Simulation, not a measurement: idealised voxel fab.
Name of the process module below: voxel trench capacitor
This is section cut - it's 225 nm across, gridded in 5 nm square cells.
Cross-section layout: square cells on a grid; listed as bands, top to bottom; a band spans one or more cell rows. Each band's line starts with the height of the band's top and of its bottom, in nm. Then come its materials from left to right, each with its width in nm. One material with "full width" fills the band from edge to edge. "blank" is empty space. Convention: height 0 is the level below which the wafer, as received, is all one material. The lowest band does not terminate at the bottom but continues downward, represented as "0 down". With a width like "30 to 40", each row of cells in the band differs from the next by the same amount, the top row carrying the first number and the bottom row the second. The cross-section has no changed cell in any step marked "stayed the same". Look at "Enclosed void list" for the closed voids: empty spaces with no open path to the top, sized 8 cells or up. Each is width x height at distance, distance from the left edge, all nm. What comes after the settings on a step's line is commentary from the simulator itself on that step. "overlay nm" denotes, for a step that has a mask, the displacement of the mask to the right of its planned place, with negative values corresponding to the left.

-- Set out below are the planned steps of the process
1. RECEIVE | material Si
2. CONFORMAL_DEP | material SiN | thk nm 10
3. DIRECTIONAL_DEP | material aC | thk nm 15
4. PATTERN | tone open | mask id TRENCH | material resist | width nm 25 | pitch nm 50 | thk nm 30 | overlay nm -10
5. DIRECTIONAL_ETCH | etch materials aC | depth nm 15
6. STRIP | etch materials resist
7. DIRECTIONAL_ETCH | etch materials SiN | depth nm 10
8. DIRECTIONAL_ETCH | etch materials Si | depth nm 25
9. STRIP | etch materials aC
10. CONFORMAL_DEP | material HfO2 | thk nm 5
11. CONFORMAL_DEP | material TiN | thk nm 5
12. FILL_DEP | material W | thk nm 5
13. CMP | height nm 10
Quick note for whoever runs this: the wafers start identical, but the overlay nm at step 4 isn't the same across them. The plan just shows what the first wafer had.

-- After step 1, as received: first of several wafers, cross-section
- 0 down  Si full width
- Enclosed void list: none

-- Below, a row for every wafer. Read it as the end-of-module picture: for each material the wafer shows its cells gained (+) or lost (-) since it was received, and then its closed voids
overlay nm -10 | +68 HfO2 | -100 Si | +50 SiN | +52 TiN | +20 W | Enclosed void list: none
overlay nm -5 | +68 HfO2 | -100 Si | +50 SiN | +52 TiN | +20 W | Enclosed void list: none
overlay nm 0 | +68 HfO2 | -100 Si | +50 SiN | +52 TiN | +20 W | Enclosed void list: none
overlay nm 5 | +68 HfO2 | -100 Si | +50 SiN | +52 TiN | +20 W | Enclosed void list: none
overlay nm 10 | +68 HfO2 | -100 Si | +50 SiN | +52 TiN | +20 W | Enclosed void list: none
